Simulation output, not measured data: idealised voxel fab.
The following process module bears the name voxel capacitor over wiring.
Each square cell in cross-section cut measures 5 nm, and the section as a whole is 175 nm wide.
Reading order for cross-sections: top band down to bottom band. Underlying form: a grid of square cells. Band size: one or more rows of cells. Basically the band line says how high the top is and how high the bottom is, in nm, and then what's in it from left to right, every material with its width in nm. Empty space shows up as "air", and if a single material carries "throughout" it runs the full band edge to edge. For the purposes of this specification, 0 denotes the height below which the wafer in its as-received condition is composed wholly of one material, and the lowermost band, lacking a lower limit, extends downward without end, as expressed in "0 down". The notation "30->40" denotes a width that varies across the rows of cells in the band, beginning at the first number in the top row, finishing at the second number in the bottom row, and changing by an identical amount from each row to the next. Key: "no modification" - step with no changed cell in the cross-section. The entry titled "Trapped cavities" provides the empty spaces that have no open way to the top, restricted to those of 8 cells or more. Each is presented as width x height at distance, the distance being measured from the left edge, with all three in nm. The remark found on a step's line after its settings is issued by the simulator itself and pertains to that step. A step's line can hold "overlay nm"; with a mask on that step, the setting says how far right of the planned place the mask lay, while a negative setting says it lay to the left. Pairs follow: section before one process step, section after it down to the lowest changed band, step with settings underneath. Pairs may come from different runs of this module on the same starting wafer; continuity with the pair above only as stated in the "Pre-step condition" entry.
Pre-step condition
45 to 35 = aC throughout
35 to 30 = TiN throughout
30 to 10 = W throughout
10 to 0 = SiO2 throughout
0 down = Si throughout
Trapped cavities: none
Step Outcome
70 to 45 = air=30, resist=30, air=50, resist=30, air=35
Heights below 45 show no change.
Trapped cavities: none
The structure goes from the before cross-section above to the after cross-section through PATTERN,tone cover,mask id METAL_1,material resist,width nm 30,pitch nm 80,thk nm 25,overlay nm 0
Pre-step condition: It is represented by the cross-section appearing after the step of the pair directly above.
Step Outcome
60 to 45 = air=30, resist=30, air=50, resist=30, air=35
45 to 35 = air=30, aC=30, air=50, aC=30, air=35
Heights below 35 show no change.
Trapped cavities: none
The structure goes from the before cross-section above to the after cross-section through DIRECTIONAL_ETCH,etch materials aC,depth nm 10
Pre-step condition: It is represented by the cross-section appearing after the step of the pair directly above.
Step Outcome
45 to 35 = air=30, aC=30, air=50, aC=30, air=35
Heights below 35 show no change.
Trapped cavities: none
The structure goes from the before cross-section above to the after cross-section through STRIP,etch materials resist
Pre-step condition: It is represented by the cross-section appearing after the step of the pair directly above.
Step Outcome
45 to 35 = air=30, aC=30, air=50, aC=30, air=35
35 to 30 = air=30, TiN=30, air=50, TiN=30, air=35
Heights below 30 show no change.
Trapped cavities: none
The structure goes from the before cross-section above to the after cross-section through DIRECTIONAL_ETCH,etch materials TiN,depth nm 5
Pre-step condition: It is represented by the cross-section appearing after the step of the pair directly above.
Step Outcome
35 to 30 = air=30, TiN=30, air=50, TiN=30, air=35
Heights below 30 show no change.
Trapped cavities: none
The structure goes from the before cross-section above to the after cross-section through STRIP,etch materials aC
Pre-step condition: It is represented by the cross-section appearing after the step of the pair directly above.
Step Outcome
40 to 35 = air=25, SiCN=40, air=40, SiCN=40, air=30
35 to 30 = SiCN=30, TiN=30, SiCN=50, TiN=30, SiCN=35
Heights below 30 show no change.
Trapped cavities: none
The structure goes from the before cross-section above to the after cross-section through CONFORMAL_DEP,material SiCN,thk nm 5
Pre-step condition: It is represented by the cross-section appearing after the step of the pair directly above.
Step Outcome
50 to 40 = lowk throughout
40 to 35 = lowk=25, SiCN=40, lowk=40, SiCN=40, lowk=30
Heights below 35 show no change.
Trapped cavities: none
The structure goes from the before cross-section above to the after cross-section through FILL_DEP,material lowk,thk nm 10
Pre-step condition: It is represented by the cross-section appearing after the step of the pair directly above.
Step Outcome
35 to 30 = SiCN=30, TiN=30, SiCN=50, TiN=30, SiCN=35
Heights below 30 show no change.
Trapped cavities: none
The structure goes from the before cross-section above to the after cross-section through CMP,height nm 35
Pre-step condition: It is represented by the cross-section appearing after the step of the pair directly above.
Step Outcome
40 to 35 = SiCN throughout
Heights below 35 show no change.
Trapped cavities: none
The structure goes from the before cross-section above to the after cross-section through CONFORMAL_DEP,material SiCN,thk nm 5
Pre-step condition: It is represented by the cross-section appearing after the step of the pair directly above.
Step Outcome
50 to 40 = lowk throughout
Heights below 40 show no change.
Trapped cavities: none
The structure goes from the before cross-section above to the after cross-section through DIRECTIONAL_DEP,material lowk,thk nm 10
Pre-step condition: It is represented by the cross-section appearing after the step of the pair directly above.
Step Outcome
65 to 50 = resist=45, air=15, resist=115
Heights below 50 show no change.
Trapped cavities: none
The structure goes from the before cross-section above to the after cross-section through PATTERN,tone open,mask id PLUG_1,material resist,width nm 15,thk nm 15,overlay nm 0
Pre-step condition: It is represented by the cross-section appearing after the step of the pair directly above.
Step Outcome
65 to 50 = resist=45, air=15, resist=115
50 to 40 = lowk=45, air=15, lowk=115
Heights below 40 show no change.
Trapped cavities: none
The structure goes from the before cross-section above to the after cross-section through DIRECTIONAL_ETCH,etch materials lowk,depth nm 10
Pre-step condition: It is represented by the cross-section appearing after the step of the pair directly above.
Step Outcome
65 to 50 = resist=45, air=15, resist=115
50 to 40 = lowk=45, air=15, lowk=115
40 to 35 = SiCN=45, air=15, SiCN=115
Heights below 35 show no change.
Trapped cavities: none
The structure goes from the before cross-section above to the after cross-section through DIRECTIONAL_ETCH,etch materials SiCN,depth nm 5
Pre-step condition: It is represented by the cross-section appearing after the step of the pair directly above.
Step Outcome
50 to 40 = lowk=45, air=15, lowk=115
Heights below 40 show no change.
Trapped cavities: none
The structure goes from the before cross-section above to the after cross-section through STRIP,etch materials resist
Pre-step condition: It is represented by the cross-section appearing after the step of the pair directly above.
Step Outcome
50 to 45 = lowk=45, air=15, lowk=115
45 to 40 = lowk=45, Ru=15, lowk=115
40 to 35 = SiCN=45, Ru=15, SiCN=115
Heights below 35 show no change.
Trapped cavities: none
The structure goes from the before cross-section above to the after cross-section through EPI,material Ru,thk nm 10
Pre-step condition: It is represented by the cross-section appearing after the step of the pair directly above.
Step Outcome
50 to 40 = lowk=45, Ru=15, lowk=115
Heights below 40 show no change.
Trapped cavities: none
The structure goes from the before cross-section above to the after cross-section through EPI,material Ru,thk nm 5
Pre-step condition: It is represented by the cross-section appearing after the step of the pair directly above.
Step Outcome
60 to 50 = TiN throughout
Heights below 50 show no change.
Trapped cavities: none
The structure goes from the before cross-section above to the after cross-section through DIRECTIONAL_DEP,material TiN,thk nm 10
Pre-step condition: It is represented by the cross-section appearing after the step of the pair directly above.
Step Outcome
65 to 60 = SiN throughout
Heights below 60 show no change.
Trapped cavities: none
The structure goes from the before cross-section above to the after cross-section through DIRECTIONAL_DEP,material SiN,thk nm 5
Pre-step condition: It is represented by the cross-section appearing after the step of the pair directly above.
Step Outcome
75 to 65 = TiN throughout
Heights below 65 show no change.
Trapped cavities: none
The structure goes from the before cross-section above to the after cross-section through DIRECTIONAL_DEP,material TiN,thk nm 10
Pre-step condition: It is represented by the cross-section appearing after the step of the pair directly above.
Step Outcome
90 to 75 = air=45, resist=55, air=75
Heights below 75 show no change.
Trapped cavities: none
The structure goes from the before cross-section above to the after cross-section through PATTERN,tone cover,mask id UPPER_PLATE,material resist,width nm 55,thk nm 15,overlay nm 0
Pre-step condition: It is represented by the cross-section appearing after the step of the pair directly above.
Step Outcome
90 to 75 = air=45, resist=55, air=75
75 to 65 = air=45, TiN=55, air=75
Heights below 65 show no change.
Trapped cavities: none
The structure goes from the before cross-section above to the after cross-section through DIRECTIONAL_ETCH,etch materials TiN,depth nm 10
Pre-step condition: It is represented by the cross-section appearing after the step of the pair directly above.
Step Outcome
90 to 75 = air=45, resist=55, air=75
75 to 65 = air=45, TiN=55, air=75
65 to 60 = air=45, SiN=55, air=75
Heights below 60 show no change.
Trapped cavities: none
The structure goes from the before cross-section above to the after cross-section through DIRECTIONAL_ETCH,etch materials SiN,depth nm 5
Pre-step condition: It is represented by the cross-section appearing after the step of the pair directly above.
Step Outcome
75 to 65 = air=45, TiN=55, air=75
Heights below 65 show no change.
Trapped cavities: none
The structure goes from the before cross-section above to the after cross-section through STRIP,etch materials resist
Pre-step condition: It is represented by the cross-section appearing after the step of the pair directly above.
Step Outcome
75 to 65 = air=45, TiN=55, air=75
65 to 60 = air=45, SiN=55, air=75
60 to 50 = air=40, TiN=65, air=70
Heights below 50 show no change.
Trapped cavities: none
The structure goes from the before cross-section above to the after cross-section through MASKED_ETCH,tone cover,mask id LOWER_PLATE,width nm 65,etch materials TiN,depth nm 10,overlay nm 0
Pre-step condition: It is represented by the cross-section appearing after the step of the pair directly above.
Step Outcome
95 to 75 = SiO2 throughout
75 to 65 = SiO2=45, TiN=55, SiO2=75
65 to 60 = SiO2=45, SiN=55, SiO2=75
60 to 50 = SiO2=40, TiN=65, SiO2=70
Heights below 50 show no change.
Trapped cavities: none
The structure goes from the before cross-section above to the after cross-section through FILL_DEP,material SiO2,thk nm 20
Pre-step condition: It is represented by the cross-section appearing after the step of the pair directly above.
Step Outcome
90 to 75 = SiO2 throughout
Heights below 75 show no change.
Trapped cavities: none
The structure goes from the before cross-section above to the after cross-section through CMP,height nm 90
Pre-step condition: It is represented by the cross-section appearing after the step of the pair directly above.
Step Outcome
105 to 90 = resist=55, air=15, resist=105
Heights below 90 show no change.
Trapped cavities: none
The structure goes from the before cross-section above to the after cross-section through PATTERN,tone open,mask id PLUG_2,material resist,width nm 15,thk nm 15,overlay nm 0
Pre-step condition: It is represented by the cross-section appearing after the step of the pair directly above.
Step Outcome
105 to 90 = resist=55, air=15, resist=105
90 to 75 = SiO2=55, air=15, SiO2=105
Heights below 75 show no change.
Trapped cavities: none
The structure goes from the before cross-section above to the after cross-section through DIRECTIONAL_ETCH,etch materials SiO2,depth nm 15
Pre-step condition: It is represented by the cross-section appearing after the step of the pair directly above.
Step Outcome
90 to 75 = SiO2=55, air=15, SiO2=105
Heights below 75 show no change.
Trapped cavities: none
The structure goes from the before cross-section above to the after cross-section through STRIP,etch materials resist
Pre-step condition: It is represented by the cross-section appearing after the step of the pair directly above.
Step Outcome
95 to 90 = TiN=60, air=5, TiN=110
90 to 80 = SiO2=55, TiN=5, air=5, TiN=5, SiO2=105
80 to 75 = SiO2=55, TiN=15, SiO2=105
Heights below 75 show no change.
Trapped cavities: none
The structure goes from the before cross-section above to the after cross-section through CONFORMAL_DEP,material TiN,thk nm 5
Pre-step condition: It is represented by the cross-section appearing after the step of the pair directly above.
Step Outcome
105 to 95 = Ru throughout
95 to 90 = TiN=60, Ru=5, TiN=110
90 to 80 = SiO2=55, TiN=5, Ru=5, TiN=5, SiO2=105
Heights below 80 show no change.
Trapped cavities: none
The structure goes from the before cross-section above to the after cross-section through FILL_DEP,material Ru,thk nm 10
Pre-step condition: It is represented by the cross-section appearing after the step of the pair directly above.
Step Outcome
90 to 80 = SiO2=55, TiN=5, Ru=5, TiN=5, SiO2=105
Heights below 80 show no change.
Trapped cavities: none
The structure goes from the before cross-section above to the after cross-section through CMP,height nm 90
Pre-step condition: It is represented by the cross-section appearing after the step of the pair directly above.
Step Outcome
95 to 90 = SiCN throughout
Heights below 90 show no change.
Trapped cavities: none
The structure goes from the before cross-section above to the after cross-section through CONFORMAL_DEP,material SiCN,thk nm 5
Pre-step condition
50 to 40 = lowk throughout
40 to 35 = lowk=25, SiCN=40, lowk=40, SiCN=40, lowk=30
35 to 15 = lowk=25, SiCN=5, W=30, SiCN=5, lowk=40, SiCN=5, W=30, SiCN=5, lowk=30
15 to 10 = SiCN=30, TiN=30, SiCN=50, TiN=30, SiCN=35
10 to 0 = SiO2 throughout
0 down = Si throughout
Trapped cavities: none
Step Outcome
40 to 35 = lowk=25, SiCN=40, lowk=40, SiCN=40, lowk=30
Heights below 35 show no change.
Trapped cavities: none
The structure goes from the before cross-section above to the after cross-section through CMP,height nm 40
Pre-step condition: It is represented by the cross-section appearing after the step of the pair directly above.
Step Outcome
45 to 40 = SiCN throughout
Heights below 40 show no change.
Trapped cavities: none
The structure goes from the before cross-section above to the after cross-section through CONFORMAL_DEP,material SiCN,thk nm 5
Pre-step condition: It is represented by the cross-section appearing after the step of the pair directly above.
Step Outcome
55 to 45 = lowk throughout
Heights below 45 show no change.
Trapped cavities: none
The structure goes from the before cross-section above to the after cross-section through DIRECTIONAL_DEP,material lowk,thk nm 10
Pre-step condition: It is represented by the cross-section appearing after the step of the pair directly above.
Step Outcome
70 to 55 = resist=45, air=15, resist=115
Heights below 55 show no change.
Trapped cavities: none
The structure goes from the before cross-section above to the after cross-section through PATTERN,tone open,mask id PLUG_1,material resist,width nm 15,thk nm 15,overlay nm 0
Pre-step condition: It is represented by the cross-section appearing after the step of the pair directly above.
Step Outcome
70 to 55 = resist=45, air=15, resist=115
55 to 45 = lowk=45, air=15, lowk=115
Heights below 45 show no change.
Trapped cavities: none
The structure goes from the before cross-section above to the after cross-section through DIRECTIONAL_ETCH,etch materials lowk,depth nm 10
Pre-step condition: It is represented by the cross-section appearing after the step of the pair directly above.
Step Outcome
70 to 55 = resist=45, air=15, resist=115
55 to 45 = lowk=45, air=15, lowk=115
45 to 40 = SiCN=45, air=15, SiCN=115
Heights below 40 show no change.
Trapped cavities: none
The structure goes from the before cross-section above to the after cross-section through DIRECTIONAL_ETCH,etch materials SiCN,depth nm 5
Pre-step condition: It is represented by the cross-section appearing after the step of the pair directly above.
Step Outcome
55 to 45 = lowk=45, air=15, lowk=115
Heights below 45 show no change.
Trapped cavities: none
The structure goes from the before cross-section above to the after cross-section through STRIP,etch materials resist
Pre-step condition: It is represented by the cross-section appearing after the step of the pair directly above.
Step Outcome
65 to 55 = TiN=45, air=15, TiN=115
55 to 50 = lowk=45, air=15, lowk=115
50 to 45 = lowk=45, TiN=15, lowk=115
45 to 40 = SiCN=45, TiN=15, SiCN=115
Heights below 40 show no change.
Trapped cavities: none
The structure goes from the before cross-section above to the after cross-section through DIRECTIONAL_DEP,material TiN,thk nm 10
Pre-step condition: It is represented by the cross-section appearing after the step of the pair directly above.
Step Outcome
70 to 65 = SiN=45, air=15, SiN=115
65 to 55 = TiN=45, air=15, TiN=115
55 to 50 = lowk=45, SiN=15, lowk=115
Heights below 50 show no change.
Trapped cavities: none
The structure goes from the before cross-section above to the after cross-section through DIRECTIONAL_DEP,material SiN,thk nm 5
Pre-step condition: It is represented by the cross-section appearing after the step of the pair directly above.
Step Outcome
80 to 70 = TiN=45, air=15, TiN=115
70 to 65 = SiN=45, air=15, SiN=115
65 to 55 = TiN throughout
Heights below 55 show no change.
Trapped cavities: none
The structure goes from the before cross-section above to the after cross-section through DIRECTIONAL_DEP,material TiN,thk nm 10
Pre-step condition: It is represented by the cross-section appearing after the step of the pair directly above.
Step Outcome
95 to 80 = air=45, resist=55, air=75
80 to 70 = TiN=45, resist=15, TiN=115
70 to 65 = SiN=45, resist=15, SiN=115
Heights below 65 show no change.
Trapped cavities: none
The structure goes from the before cross-section above to the after cross-section through PATTERN,tone cover,mask id UPPER_PLATE,material resist,width nm 55,thk nm 15,overlay nm 0
Pre-step condition: It is represented by the cross-section appearing after the step of the pair directly above.
Step Outcome
95 to 80 = air=45, resist=55, air=75
80 to 70 = air=45, resist=15, TiN=40, air=75
Heights below 70 show no change.
Trapped cavities: none
The structure goes from the before cross-section above to the after cross-section through DIRECTIONAL_ETCH,etch materials TiN,depth nm 10
Pre-step condition: It is represented by the cross-section appearing after the step of the pair directly above.
Step Outcome
95 to 80 = air=45, resist=55, air=75
80 to 70 = air=45, resist=15, TiN=40, air=75
70 to 65 = air=45, resist=15, SiN=40, air=75
Heights below 65 show no change.
Trapped cavities: none
The structure goes from the before cross-section above to the after cross-section through DIRECTIONAL_ETCH,etch materials SiN,depth nm 5
Pre-step condition: It is represented by the cross-section appearing after the step of the pair directly above.
Step Outcome
80 to 70 = air=60, TiN=40, air=75
70 to 65 = air=60, SiN=40, air=75
Heights below 65 show no change.
Trapped cavities: none
The structure goes from the before cross-section above to the after cross-section through STRIP,etch materials resist
Pre-step condition: It is represented by the cross-section appearing after the step of the pair directly above.
Step Outcome
80 to 70 = air=60, TiN=40, air=75
70 to 65 = air=60, SiN=40, air=75
65 to 55 = air=40, TiN=65, air=70
Heights below 55 show no change.
Trapped cavities: none
The structure goes from the before cross-section above to the after cross-section through MASKED_ETCH,tone cover,mask id LOWER_PLATE,width nm 65,etch materials TiN,depth nm 10,overlay nm 0
Pre-step condition: It is represented by the cross-section appearing after the step of the pair directly above.
Step Outcome
100 to 80 = SiO2 throughout
80 to 70 = SiO2=60, TiN=40, SiO2=75
70 to 65 = SiO2=60, SiN=40, SiO2=75
65 to 55 = SiO2=40, TiN=65, SiO2=70
Heights below 55 show no change.
Trapped cavities: none
The structure goes from the before cross-section above to the after cross-section through FILL_DEP,material SiO2,thk nm 20
Pre-step condition: It is represented by the cross-section appearing after the step of the pair directly above.
Step Outcome
90 to 80 = SiO2 throughout
Heights below 80 show no change.
Trapped cavities: none
The structure goes from the before cross-section above to the after cross-section through CMP,height nm 90
Pre-step condition: It is represented by the cross-section appearing after the step of the pair directly above.
Step Outcome
105 to 90 = resist=55, air=15, resist=105
Heights below 90 show no change.
Trapped cavities: none
The structure goes from the before cross-section above to the after cross-section through PATTERN,tone open,mask id PLUG_2,material resist,width nm 15,thk nm 15,overlay nm 0
Pre-step condition: It is represented by the cross-section appearing after the step of the pair directly above.
Step Outcome
105 to 90 = resist=55, air=15, resist=105
90 to 80 = SiO2=55, air=15, SiO2=105
80 to 75 = SiO2=55, air=5, TiN=40, SiO2=75
Heights below 75 show no change.
Trapped cavities: none
The structure goes from the before cross-section above to the after cross-section through DIRECTIONAL_ETCH,etch materials SiO2,depth nm 15
Pre-step condition: It is represented by the cross-section appearing after the step of the pair directly above.
Step Outcome
90 to 80 = SiO2=55, air=15, SiO2=105
Heights below 80 show no change.
Trapped cavities: none
The structure goes from the before cross-section above to the after cross-section through STRIP,etch materials resist
Pre-step condition: It is represented by the cross-section appearing after the step of the pair directly above.
Step Outcome
95 to 90 = TiN=60, air=5, TiN=110
90 to 85 = SiO2=55, TiN=5, air=5, TiN=5, SiO2=105
85 to 75 = SiO2=55, TiN=15->45, SiO2=105->75
Heights below 75 show no change.
Trapped cavities: none
The structure goes from the before cross-section above to the after cross-section through CONFORMAL_DEP,material TiN,thk nm 5
Pre-step condition: It is represented by the cross-section appearing after the step of the pair directly above.
Step Outcome
105 to 95 = Ru throughout
95 to 90 = TiN=60, Ru=5, TiN=110
90 to 85 = SiO2=55, TiN=5, Ru=5, TiN=5, SiO2=105
Heights below 85 show no change.
Trapped cavities: none
The structure goes from the before cross-section above to the after cross-section through FILL_DEP,material Ru,thk nm 10
Pre-step condition: It is represented by the cross-section appearing after the step of the pair directly above.
Step Outcome
90 to 85 = SiO2=55, TiN=5, Ru=5, TiN=5, SiO2=105
Heights below 85 show no change.
Trapped cavities: none
The structure goes from the before cross-section above to the after cross-section through CMP,height nm 90
Pre-step condition: It is represented by the cross-section appearing after the step of the pair directly above.
Step Outcome
95 to 90 = SiCN throughout
Heights below 90 show no change.
Trapped cavities: none
The structure goes from the before cross-section above to the after cross-section through CONFORMAL_DEP,material SiCN,thk nm 5
Pre-step condition
45 to 35 = aC throughout
35 to 15 = W throughout
15 to 10 = TiN throughout
10 to 0 = SiO2 throughout
0 down = Si throughout
Trapped cavities: none
Step Outcome
70 to 45 = air=25, resist=40, air=40, resist=40, air=30
Heights below 45 show no change.
Trapped cavities: none
The structure goes from the before cross-section above to the after cross-section through PATTERN,tone cover,mask id METAL_1,material resist,width nm 40,pitch nm 80,thk nm 25,overlay nm 0
Pre-step condition: It is represented by the cross-section appearing after the step of the pair directly above.
Step Outcome
60 to 45 = air=25, resist=40, air=40, resist=40, air=30
45 to 35 = air=25, aC=40, air=40, aC=40, air=30
Heights below 35 show no change.
Trapped cavities: none
The structure goes from the before cross-section above to the after cross-section through DIRECTIONAL_ETCH,etch materials aC,depth nm 10
Pre-step condition: It is represented by the cross-section appearing after the step of the pair directly above.
Step Outcome
45 to 35 = air=25, aC=40, air=40, aC=40, air=30
Heights below 35 show no change.
Trapped cavities: none
The structure goes from the before cross-section above to the after cross-section through STRIP,etch materials resist
Pre-step condition: It is represented by the cross-section appearing after the step of the pair directly above.
Step Outcome
45 to 35 = air=25, aC=40, air=40, aC=40, air=30
35 to 15 = air=25, W=40, air=40, W=40, air=30
Heights below 15 show no change.
Trapped cavities: none
The structure goes from the before cross-section above to the after cross-section through DIRECTIONAL_ETCH,etch materials W,depth nm 20
Pre-step condition: It is represented by the cross-section appearing after the step of the pair directly above.
Step Outcome
45 to 35 = air=25, aC=40, air=40, aC=40, air=30
35 to 15 = air=25, W=40, air=40, W=40, air=30
15 to 10 = air=25, TiN=40, air=40, TiN=40, air=30
Heights below 10 show no change.
Trapped cavities: none
The structure goes from the before cross-section above to the after cross-section through DIRECTIONAL_ETCH,etch materials TiN,depth nm 5
Pre-step condition: It is represented by the cross-section appearing after the step of the pair directly above.
Step Outcome
35 to 15 = air=25, W=40, air=40, W=40, air=30
Heights below 15 show no change.
Trapped cavities: none
The structure goes from the before cross-section above to the after cross-section through STRIP,etch materials aC
Pre-step condition: It is represented by the cross-section appearing after the step of the pair directly above.
Step Outcome
40 to 35 = air=20, SiCN=50, air=30, SiCN=50, air=25
35 to 15 = air=20, SiCN=5, W=40, SiCN=5, air=30, SiCN=5, W=40, SiCN=5, air=25
15 to 10 = SiCN=25, TiN=40, SiCN=40, TiN=40, SiCN=30
Heights below 10 show no change.
Trapped cavities: none
The structure goes from the before cross-section above to the after cross-section through CONFORMAL_DEP,material SiCN,thk nm 5
Pre-step condition: It is represented by the cross-section appearing after the step of the pair directly above.
Step Outcome
50 to 40 = lowk throughout
40 to 35 = lowk=20, SiCN=50, lowk=30, SiCN=50, lowk=25
35 to 15 = lowk=20, SiCN=5, W=40, SiCN=5, lowk=30, SiCN=5, W=40, SiCN=5, lowk=25
Heights below 15 show no change.
Trapped cavities: none
The structure goes from the before cross-section above to the after cross-section through FILL_DEP,material lowk,thk nm 10
Pre-step condition: It is represented by the cross-section appearing after the step of the pair directly above.
Step Outcome
35 to 15 = lowk=20, SiCN=5, W=40, SiCN=5, lowk=30, SiCN=5, W=40, SiCN=5, lowk=25
Heights below 15 show no change.
Trapped cavities: none
The structure goes from the before cross-section above to the after cross-section through CMP,height nm 35
Pre-step condition: It is represented by the cross-section appearing after the step of the pair directly above.
Step Outcome
40 to 35 = SiCN throughout
Heights below 35 show no change.
Trapped cavities: none
The structure goes from the before cross-section above to the after cross-section through CONFORMAL_DEP,material SiCN,thk nm 5
Pre-step condition: It is represented by the cross-section appearing after the step of the pair directly above.
Step Outcome
50 to 40 = lowk throughout
Heights below 40 show no change.
Trapped cavities: none
The structure goes from the before cross-section above to the after cross-section through DIRECTIONAL_DEP,material lowk,thk nm 10
Pre-step condition: It is represented by the cross-section appearing after the step of the pair directly above.
Step Outcome
65 to 50 = resist=45, air=15, resist=115
Heights below 50 show no change.
Trapped cavities: none
The structure goes from the before cross-section above to the after cross-section through PATTERN,tone open,mask id PLUG_1,material resist,width nm 15,thk nm 15,overlay nm 0
Pre-step condition: It is represented by the cross-section appearing after the step of the pair directly above.
Step Outcome
65 to 50 = resist=45, air=15, resist=115
50 to 40 = lowk=45, air=15, lowk=115
Heights below 40 show no change.
Trapped cavities: none
The structure goes from the before cross-section above to the after cross-section through DIRECTIONAL_ETCH,etch materials lowk,depth nm 10
Pre-step condition: It is represented by the cross-section appearing after the step of the pair directly above.
Step Outcome
65 to 50 = resist=45, air=15, resist=115
50 to 40 = lowk=45, air=15, lowk=115
40 to 35 = SiCN=45, air=15, SiCN=115
Heights below 35 show no change.
Trapped cavities: none
The structure goes from the before cross-section above to the after cross-section through DIRECTIONAL_ETCH,etch materials SiCN,depth nm 5
Pre-step condition: It is represented by the cross-section appearing after the step of the pair directly above.
Step Outcome
50 to 40 = lowk=45, air=15, lowk=115
Heights below 40 show no change.
Trapped cavities: none
The structure goes from the before cross-section above to the after cross-section through STRIP,etch materials resist
Pre-step condition: It is represented by the cross-section appearing after the step of the pair directly above.
Step Outcome
50 to 45 = lowk=45, air=15, lowk=115
45 to 40 = lowk=45, Ru=15, lowk=115
40 to 35 = SiCN=45, Ru=15, SiCN=115
Heights below 35 show no change.
Trapped cavities: none
The structure goes from the before cross-section above to the after cross-section through EPI,material Ru,thk nm 10
Pre-step condition: It is represented by the cross-section appearing after the step of the pair directly above.
Step Outcome
50 to 40 = lowk=45, Ru=15, lowk=115
Heights below 40 show no change.
Trapped cavities: none
The structure goes from the before cross-section above to the after cross-section through EPI,material Ru,thk nm 5
Pre-step condition: It is represented by the cross-section appearing after the step of the pair directly above.
Step Outcome
60 to 50 = TiN throughout
Heights below 50 show no change.
Trapped cavities: none
The structure goes from the before cross-section above to the after cross-section through DIRECTIONAL_DEP,material TiN,thk nm 10
Pre-step condition: It is represented by the cross-section appearing after the step of the pair directly above.
Step Outcome
65 to 60 = SiN throughout
Heights below 60 show no change.
Trapped cavities: none
The structure goes from the before cross-section above to the after cross-section through DIRECTIONAL_DEP,material SiN,thk nm 5
Pre-step condition: It is represented by the cross-section appearing after the step of the pair directly above.
Step Outcome
75 to 65 = TiN throughout
Heights below 65 show no change.
Trapped cavities: none
The structure goes from the before cross-section above to the after cross-section through DIRECTIONAL_DEP,material TiN,thk nm 10
Pre-step condition: It is represented by the cross-section appearing after the step of the pair directly above.
Step Outcome
90 to 75 = air=45, resist=55, air=75
Heights below 75 show no change.
Trapped cavities: none
The structure goes from the before cross-section above to the after cross-section through PATTERN,tone cover,mask id UPPER_PLATE,material resist,width nm 55,thk nm 15,overlay nm 0
Pre-step condition: It is represented by the cross-section appearing after the step of the pair directly above.
Step Outcome
90 to 75 = air=45, resist=55, air=75
75 to 65 = air=45, TiN=55, air=75
Heights below 65 show no change.
Trapped cavities: none
The structure goes from the before cross-section above to the after cross-section through DIRECTIONAL_ETCH,etch materials TiN,depth nm 10
Pre-step condition: It is represented by the cross-section appearing after the step of the pair directly above.
Step Outcome
90 to 75 = air=45, resist=55, air=75
75 to 65 = air=45, TiN=55, air=75
65 to 60 = air=45, SiN=55, air=75
Heights below 60 show no change.
Trapped cavities: none
The structure goes from the before cross-section above to the after cross-section through DIRECTIONAL_ETCH,etch materials SiN,depth nm 5
Pre-step condition: It is represented by the cross-section appearing after the step of the pair directly above.
Step Outcome
75 to 65 = air=45, TiN=55, air=75
Heights below 65 show no change.
Trapped cavities: none
The structure goes from the before cross-section above to the after cross-section through STRIP,etch materials resist
Pre-step condition: It is represented by the cross-section appearing after the step of the pair directly above.
Step Outcome
75 to 65 = air=45, TiN=55, air=75
65 to 60 = air=45, SiN=55, air=75
60 to 50 = air=40, TiN=65, air=70
Heights below 50 show no change.
Trapped cavities: none
The structure goes from the before cross-section above to the after cross-section through MASKED_ETCH,tone cover,mask id LOWER_PLATE,width nm 65,etch materials TiN,depth nm 10,overlay nm 0
Pre-step condition: It is represented by the cross-section appearing after the step of the pair directly above.
Step Outcome
95 to 75 = SiO2 throughout
75 to 65 = SiO2=45, TiN=55, SiO2=75
65 to 60 = SiO2=45, SiN=55, SiO2=75
60 to 50 = SiO2=40, TiN=65, SiO2=70
Heights below 50 show no change.
Trapped cavities: none
The structure goes from the before cross-section above to the after cross-section through FILL_DEP,material SiO2,thk nm 20
Pre-step condition: It is represented by the cross-section appearing after the step of the pair directly above.
Step Outcome
90 to 75 = SiO2 throughout
Heights below 75 show no change.
Trapped cavities: none
The structure goes from the before cross-section above to the after cross-section through CMP,height nm 90
Pre-step condition: It is represented by the cross-section appearing after the step of the pair directly above.
Step Outcome
105 to 90 = resist=55, air=15, resist=105
Heights below 90 show no change.
Trapped cavities: none
The structure goes from the before cross-section above to the after cross-section through PATTERN,tone open,mask id PLUG_2,material resist,width nm 15,thk nm 15,overlay nm 0
Pre-step condition: It is represented by the cross-section appearing after the step of the pair directly above.
Step Outcome
105 to 90 = resist=55, air=15, resist=105
90 to 75 = SiO2=55, air=15, SiO2=105
Heights below 75 show no change.
Trapped cavities: none
The structure goes from the before cross-section above to the after cross-section through DIRECTIONAL_ETCH,etch materials SiO2,depth nm 15
Pre-step condition: It is represented by the cross-section appearing after the step of the pair directly above.
Step Outcome
90 to 75 = SiO2=55, air=15, SiO2=105
Heights below 75 show no change.
Trapped cavities: none
The structure goes from the before cross-section above to the after cross-section through STRIP,etch materials resist
Pre-step condition: It is represented by the cross-section appearing after the step of the pair directly above.
Step Outcome
95 to 90 = TiN=60, air=5, TiN=110
90 to 80 = SiO2=55, TiN=5, air=5, TiN=5, SiO2=105
80 to 75 = SiO2=55, TiN=15, SiO2=105
Heights below 75 show no change.
Trapped cavities: none
The structure goes from the before cross-section above to the after cross-section through CONFORMAL_DEP,material TiN,thk nm 5
Pre-step condition: It is represented by the cross-section appearing after the step of the pair directly above.
Step Outcome
105 to 95 = Ru throughout
95 to 90 = TiN=60, Ru=5, TiN=110
90 to 80 = SiO2=55, TiN=5, Ru=5, TiN=5, SiO2=105
Heights below 80 show no change.
Trapped cavities: none
The structure goes from the before cross-section above to the after cross-section through FILL_DEP,material Ru,thk nm 10
Pre-step condition: It is represented by the cross-section appearing after the step of the pair directly above.
Step Outcome
90 to 80 = SiO2=55, TiN=5, Ru=5, TiN=5, SiO2=105
Heights below 80 show no change.
Trapped cavities: none
The structure goes from the before cross-section above to the after cross-section through CMP,height nm 90
Pre-step condition: It is represented by the cross-section appearing after the step of the pair directly above.
Step Outcome
95 to 90 = SiCN throughout
Heights below 90 show no change.
Trapped cavities: none
The structure goes from the before cross-section above to the after cross-section through CONFORMAL_DEP,material SiCN,thk nm 5
Pre-step condition
90 to 75 = SiO2 throughout
75 to 65 = SiO2=45, TiN=55, SiO2=75
65 to 60 = SiO2=45, SiN=55, SiO2=75
60 to 50 = SiO2=40, TiN=65, SiO2=70
50 to 40 = lowk=45, Ru=15, lowk=115
40 to 35 = SiCN=45, Ru=15, SiCN=115
35 to 15 = lowk=25, SiCN=5, W=30, SiCN=5, lowk=40, SiCN=5, W=30, SiCN=5, lowk=30
15 to 10 = SiCN=30, TiN=30, SiCN=50, TiN=30, SiCN=35
10 to 0 = SiO2 throughout
0 down = Si throughout
Trapped cavities: none
Step Outcome
105 to 90 = resist=65, air=15, resist=95
Heights below 90 show no change.
Trapped cavities: none
The structure goes from the before cross-section above to the after cross-section through PATTERN,tone open,mask id PLUG_2,material resist,width nm 15,thk nm 15,overlay nm 10
